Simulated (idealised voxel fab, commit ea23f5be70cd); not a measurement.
Process module under the name voxel self aligned vias
Each square cell in cross-section cut measures 5 nm, and the section as a whole is 280 nm wide.
Heads up, the way a cross-section reads in here is a grid of square cells, handed over as bands from the top down, with every band being one or more rows of cells. Heights first: top, then bottom, in nm. Then materials, left to right, each with a width in nm. "throughout" on a single material: fills the band edge to edge. "air": empty space. Where do heights start? At 0: under that level the wafer as delivered is made of one material only. And the lowest band has no floor; it just carries on downward, as in "from 0 down". Top row gets the first number, bottom row gets the second, and each row in between changes by the same step: that is how a band width like "30 to 40" works. It should be understood that the words "no alterations made", when stated for a given step, signify that the cross-section underwent no change in any of its cells during that step. If an empty space has no open way to the top and is at least 8 cells in size, "Fully sealed voids" lists it, written width x height at distance, where distance is measured from the left edge and every value is in nm. Note: text after step settings on the step line = simulator remark on that step. overlay nm: where the mask lay relative to plan, measured to the right, on steps with a mask; negatives go left.

Plan:
1,RECEIVE,material Si
2,CONFORMAL_DEP,material SiO2,thk nm 10
3,CONFORMAL_DEP,material SiCN,thk nm 5
4,DIRECTIONAL_DEP,material lowk,thk nm 25
5,MASKED_ETCH,tone open,mask id LINES,width nm 20,pitch nm 45,etch materials lowk,depth nm 25,overlay nm 0
6,CONFORMAL_DEP,material TiN,thk nm 5
7,FILL_DEP,material W,thk nm 10
8,CMP,height nm 40
9,SELECTIVE_ETCH,etch materials W Ru TiN,depth nm 5
10,FILL_DEP,material SiN,thk nm 5
11,CMP,height nm 40
12,DIRECTIONAL_DEP,material lowk,thk nm 15
13,PATTERN,tone open,mask id VIAS,material resist,width nm 30,thk nm 20,overlay nm 0
14,DIRECTIONAL_ETCH,etch materials lowk,depth nm 15
15,DIRECTIONAL_ETCH,etch materials SiN,depth nm 5
16,STRIP,etch materials resist
17,CONFORMAL_DEP,material TiN,thk nm 5
18,FILL_DEP,material Ru,thk nm 10
19,CMP,height nm 55
20,CONFORMAL_DEP,material SiCN,thk nm 5

Of two wafers, the first: run according to plan:

Incoming wafer in cross-section (state: after step 1):
> from 0 down: Si throughout
> Fully sealed voids: none

Upon completion of step 2, the wafer appears in cross-section as shown:
> from 10 to 0: SiO2 throughout
> Below a height of 0, the structure has not been altered.

Upon completion of step 3, the wafer appears in cross-section as shown:
> from 15 to 10: SiCN throughout
> Below a height of 10, the structure has not been altered.

Upon completion of step 4, the wafer appears in cross-section as shown:
> from 40 to 15: lowk throughout
> Below a height of 15, the structure has not been altered.

Upon completion of step 5, the wafer appears in cross-section as shown:
> from 40 to 15: 105 nm lowk, 20 nm air, 25 nm lowk, 20 nm air, 110 nm lowk
> Below a height of 15, the structure has not been altered.

Upon completion of step 6, the wafer appears in cross-section as shown:
> from 45 to 40: 110 nm TiN, 10 nm air, 35 nm TiN, 10 nm air, 115 nm TiN
> from 40 to 20: 105 nm lowk, 5 nm TiN, 10 nm air, 5 nm TiN, 25 nm lowk, 5 nm TiN, 10 nm air, 5 nm TiN, 110 nm lowk
> from 20 to 15: 105 nm lowk, 20 nm TiN, 25 nm lowk, 20 nm TiN, 110 nm lowk
> Below a height of 15, the structure has not been altered.

Upon completion of step 7, the wafer appears in cross-section as shown:
> from 55 to 45: W throughout
> from 45 to 40: 110 nm TiN, 10 nm W, 35 nm TiN, 10 nm W, 115 nm TiN
> from 40 to 20: 105 nm lowk, 5 nm TiN, 10 nm W, 5 nm TiN, 25 nm lowk, 5 nm TiN, 10 nm W, 5 nm TiN, 110 nm lowk
> Below a height of 20, the structure has not been altered.

Upon completion of step 8, the wafer appears in cross-section as shown:
> from 40 to 20: 105 nm lowk, 5 nm TiN, 10 nm W, 5 nm TiN, 25 nm lowk, 5 nm TiN, 10 nm W, 5 nm TiN, 110 nm lowk
> Below a height of 20, the structure has not been altered.

Upon completion of step 9, the wafer appears in cross-section as shown:
> from 40 to 35: 105 nm lowk, 20 nm air, 25 nm lowk, 20 nm air, 110 nm lowk
> Below a height of 35, the structure has not been altered.

Upon completion of step 10, the wafer appears in cross-section as shown:
> from 45 to 40: SiN throughout
> from 40 to 35: 105 nm lowk, 20 nm SiN, 25 nm lowk, 20 nm SiN, 110 nm lowk
> Below a height of 35, the structure has not been altered.

Upon completion of step 11, the wafer appears in cross-section as shown:
> from 40 to 35: 105 nm lowk, 20 nm SiN, 25 nm lowk, 20 nm SiN, 110 nm lowk
> Below a height of 35, the structure has not been altered.

Upon completion of step 12, the wafer appears in cross-section as shown:
> from 55 to 40: lowk throughout
> Below a height of 40, the structure has not been altered.

Upon completion of step 13, the wafer appears in cross-section as shown:
> from 75 to 55: 100 nm resist, 30 nm air, 150 nm resist
> Below a height of 55, the structure has not been altered.

Upon completion of step 14, the wafer appears in cross-section as shown:
> from 75 to 55: 100 nm resist, 30 nm air, 150 nm resist
> from 55 to 40: 100 nm lowk, 30 nm air, 150 nm lowk
> Below a height of 40, the structure has not been altered.

Upon completion of step 15, the wafer appears in cross-section as shown:
> from 75 to 55: 100 nm resist, 30 nm air, 150 nm resist
> from 55 to 40: 100 nm lowk, 30 nm air, 150 nm lowk
> from 40 to 35: 105 nm lowk, 20 nm air, 25 nm lowk, 20 nm SiN, 110 nm lowk
> Below a height of 35, the structure has not been altered.

Upon completion of step 16, the wafer appears in cross-section as shown:
> from 55 to 40: 100 nm lowk, 30 nm air, 150 nm lowk
> Below a height of 40, the structure has not been altered.

Upon completion of step 17, the wafer appears in cross-section as shown:
> from 60 to 55: 105 nm TiN, 20 nm air, 155 nm TiN
> from 55 to 45: 100 nm lowk, 5 nm TiN, 20 nm air, 5 nm TiN, 150 nm lowk
> from 45 to 40: 100 nm lowk, 10 nm TiN, 10 nm air, 10 nm TiN, 150 nm lowk
> from 40 to 35: 105 nm lowk, 20 nm TiN, 25 nm lowk, 20 nm SiN, 110 nm lowk
> Below a height of 35, the structure has not been altered.

Upon completion of step 18, the wafer appears in cross-section as shown:
> from 70 to 60: Ru throughout
> from 60 to 55: 105 nm TiN, 20 nm Ru, 155 nm TiN
> from 55 to 45: 100 nm lowk, 5 nm TiN, 20 nm Ru, 5 nm TiN, 150 nm lowk
> from 45 to 40: 100 nm lowk, 10 nm TiN, 10 nm Ru, 10 nm TiN, 150 nm lowk
> Below a height of 40, the structure has not been altered.

Upon completion of step 19, the wafer appears in cross-section as shown:
> from 55 to 45: 100 nm lowk, 5 nm TiN, 20 nm Ru, 5 nm TiN, 150 nm lowk
> Below a height of 45, the structure has not been altered.

Upon completion of step 20, the wafer appears in cross-section as shown:
> from 60 to 55: SiCN throughout
> Below a height of 55, the structure has not been altered.

What follows concerns the second wafer, which started out like the first and was meant to follow the very same plan; one mistake crept in when it was run, but everything up to and including step 4 is the same as for the first wafer:

Second wafer, cut view, end of step 5 per plan:
> from 40 to 15: 105 nm air, 20 nm lowk, 25 nm air, 20 nm lowk, 110 nm air
> Below a height of 15, the structure has not been altered.

Second wafer, cut view, end of step 6 per plan:
> from 45 to 40: 100 nm air, 30 nm TiN, 15 nm air, 30 nm TiN, 105 nm air
> from 40 to 20: 100 nm air, 5 nm TiN, 20 nm lowk, 5 nm TiN, 15 nm air, 5 nm TiN, 20 nm lowk, 5 nm TiN, 105 nm air
> from 20 to 15: 105 nm TiN, 20 nm lowk, 25 nm TiN, 20 nm lowk, 110 nm TiN
> Below a height of 15, the structure has not been altered.

Second wafer, cut view, end of step 7 per plan:
> from 55 to 45: W throughout
> from 45 to 40: 100 nm W, 30 nm TiN, 15 nm W, 30 nm TiN, 105 nm W
> from 40 to 20: 100 nm W, 5 nm TiN, 20 nm lowk, 5 nm TiN, 15 nm W, 5 nm TiN, 20 nm lowk, 5 nm TiN, 105 nm W
> Below a height of 20, the structure has not been altered.

Second wafer, cut view, end of step 8 per plan:
> from 40 to 20: 100 nm W, 5 nm TiN, 20 nm lowk, 5 nm TiN, 15 nm W, 5 nm TiN, 20 nm lowk, 5 nm TiN, 105 nm W
> Below a height of 20, the structure has not been altered.

Second wafer, cut view, end of step 9 per plan:
> from 40 to 35: 105 nm air, 20 nm lowk, 25 nm air, 20 nm lowk, 110 nm air
> Below a height of 35, the structure has not been altered.

Second wafer, cut view, end of step 10 per plan:
> from 45 to 40: SiN throughout
> from 40 to 35: 105 nm SiN, 20 nm lowk, 25 nm SiN, 20 nm lowk, 110 nm SiN
> Below a height of 35, the structure has not been altered.

Second wafer, cut view, end of step 11 per plan:
> from 40 to 35: 105 nm SiN, 20 nm lowk, 25 nm SiN, 20 nm lowk, 110 nm SiN
> Below a height of 35, the structure has not been altered.

Second wafer, cut view, end of step 12 per plan:
> from 55 to 40: lowk throughout
> Below a height of 40, the structure has not been altered.

Second wafer, cut view, end of step 13 per plan:
> from 75 to 55: 100 nm resist, 30 nm air, 150 nm resist
> Below a height of 55, the structure has not been altered.

Second wafer, cut view, end of step 14 per plan:
> from 75 to 55: 100 nm resist, 30 nm air, 150 nm resist
> from 55 to 40: 100 nm lowk, 30 nm air, 150 nm lowk
> Below a height of 40, the structure has not been altered.

Second wafer, cut view, end of step 15 per plan:
> from 75 to 55: 100 nm resist, 30 nm air, 150 nm resist
> from 55 to 40: 100 nm lowk, 30 nm air, 150 nm lowk
> from 40 to 35: 100 nm SiN, 5 nm air, 20 nm lowk, 5 nm air, 20 nm SiN, 20 nm lowk, 110 nm SiN
> Below a height of 35, the structure has not been altered.

Second wafer, cut view, end of step 16 per plan:
> from 55 to 40: 100 nm lowk, 30 nm air, 150 nm lowk
> Below a height of 40, the structure has not been altered.

Second wafer, cut view, end of step 17 per plan:
> from 60 to 55: 105 nm TiN, 20 nm air, 155 nm TiN
> from 55 to 45: 100 nm lowk, 5 nm TiN, 20 nm air, 5 nm TiN, 150 nm lowk
> from 45 to 40: 100 nm lowk, 30 nm TiN, 150 nm lowk
> from 40 to 35: 100 nm SiN, 5 nm TiN, 20 nm lowk, 5 nm TiN, 20 nm SiN, 20 nm lowk, 110 nm SiN
> Below a height of 35, the structure has not been altered.

Second wafer, cut view, end of step 18 per plan:
> from 70 to 60: Ru throughout
> from 60 to 55: 105 nm TiN, 20 nm Ru, 155 nm TiN
> from 55 to 45: 100 nm lowk, 5 nm TiN, 20 nm Ru, 5 nm TiN, 150 nm lowk
> Below a height of 45, the structure has not been altered.

Second wafer, cut view, end of step 19 per plan:
> from 55 to 45: 100 nm lowk, 5 nm TiN, 20 nm Ru, 5 nm TiN, 150 nm lowk
> Below a height of 45, the structure has not been altered.

Second wafer, cut view, end of step 20 per plan:
> from 60 to 55: SiCN throughout
> Below a height of 55, the structure has not been altered.
Plan not followed: step 5 went in with a setting other than planned; the actual run was MASKED_ETCH,tone cover,mask id LINES,width nm 20,pitch nm 45,etch materials lowk,depth nm 25,overlay nm 0
Count the cells at the end and the second wafer has more or fewer of some materials than the first: -2 Ru, +42 SiN, +40 TiN, +120 W, -200 lowk
